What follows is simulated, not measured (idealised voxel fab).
Process module heading - voxel gate over fins
255 nm wide, 5 nm square cells: that's cross-section cut.
Notation: cross-section as square-cell grid; stated in bands, top first, going down; one or more cell rows per band.
Heights first: top, then bottom, in nm. Then materials, left to right, each with a width in nm. "full width" on a single material: fills the band edge to edge. "empty": empty space.
Height 0 is the level under which the wafer as received is all one material. The lowest band goes on downwards, as in "0 nm and below".
The two numbers in a width such as "30 to 40" mark its ends across the band: the first belongs to the top row of cells, the second to the bottom row, and from each row to the next the width moves by the same amount.
Step note "changes: none" = no cross-section cell changed.
Closed-off voids of 8+ cells (no open route to the top) go in "Unvented voids", written width x height at distance from the left edge, in nm.
On a step's line, text after the settings is the simulator commenting on that step.
overlay nm, on a step with a mask: how far to the right of its planned place the mask lay; to the left if negative

**This section lists the process steps that were planned**
| 1 | RECEIVE (material Si) |
| 2 | CONFORMAL_DEP (material SiN; thk nm 5) |
| 3 | PATTERN (tone cover; mask id FINS; material resist; width nm 15; pitch nm 35; thk nm 20; overlay nm 0) |
| 4 | DIRECTIONAL_ETCH (etch materials SiN; depth nm 5) |
| 5 | DIRECTIONAL_ETCH (etch materials Si; depth nm 40) |
| 6 | STRIP (etch materials resist) |
| 7 | OXIDIZE (depth nm 5) |
| 8 | FILL_DEP (material SiO2; thk nm 10) |
| 9 | CMP (height nm 5) |
| 10 | SELECTIVE_ETCH (etch materials SiO2; depth nm 15) |
| 11 | STRIP (etch materials SiN) |
| 12 | CONFORMAL_DEP (material HfO2; thk nm 5) |
| 13 | CONFORMAL_DEP (material TiN; thk nm 5) |
| 14 | CONFORMAL_DEP (material TiAl; thk nm 5) |
| 15 | CONFORMAL_DEP (material TiN; thk nm 5) |
| 16 | FILL_DEP (material W; thk nm 15) |
| 17 | CMP (height nm 30) |
| 18 | CONFORMAL_DEP (material SiCN; thk nm 10) |

**Step 1 complete: cross-section of the wafer as received**
0 nm and below = Si full width
Unvented voids: none

**Result of the module, cross-sectioned: start per above, plan per above, one error in how it was run**
40 nm to 30 nm = SiCN full width
30 nm to 20 nm = W full width
20 nm to 15 nm = TiN full width
15 nm to 10 nm = TiAl full width
10 nm to 5 nm = TiN 70 nm / TiAl 5 nm / TiN 30 nm / TiAl 5 nm / TiN 30 nm / TiAl 5 nm / TiN 30 nm / TiAl 5 nm / TiN 75 nm
5 nm to 0 nm = HfO2 65 nm / TiN 5 nm / TiAl 5 nm / TiN 5 nm / HfO2 20 nm / TiN 5 nm / TiAl 5 nm / TiN 5 nm / HfO2 20 nm / TiN 5 nm / TiAl 5 nm / TiN 5 nm / HfO2 20 nm / TiN 5 nm / TiAl 5 nm / TiN 5 nm / HfO2 70 nm
0 nm to -5 nm = Si 60 nm / HfO2 5 nm / TiN 15 nm / HfO2 5 nm / Si 10 nm / HfO2 5 nm / TiN 15 nm / HfO2 5 nm / Si 10 nm / HfO2 5 nm / TiN 15 nm / HfO2 5 nm / Si 10 nm / HfO2 5 nm / TiN 15 nm / HfO2 5 nm / Si 65 nm
-5 nm to -10 nm = Si 60 nm / HfO2 25 nm / Si 10 nm / HfO2 25 nm / Si 10 nm / HfO2 25 nm / Si 10 nm / HfO2 25 nm / Si 65 nm
-10 nm to -45 nm = Si 60 nm / SiO2 25 nm / Si 10 nm / SiO2 25 nm / Si 10 nm / SiO2 25 nm / Si 10 nm / SiO2 25 nm / Si 65 nm
-45 nm and below = Si full width
Unvented voids: none
Here's what went sideways: step 3 changed vs plan, executed as PATTERN (tone open; mask id FINS; material resist; width nm 15; pitch nm 35; thk nm 20; overlay nm 0)
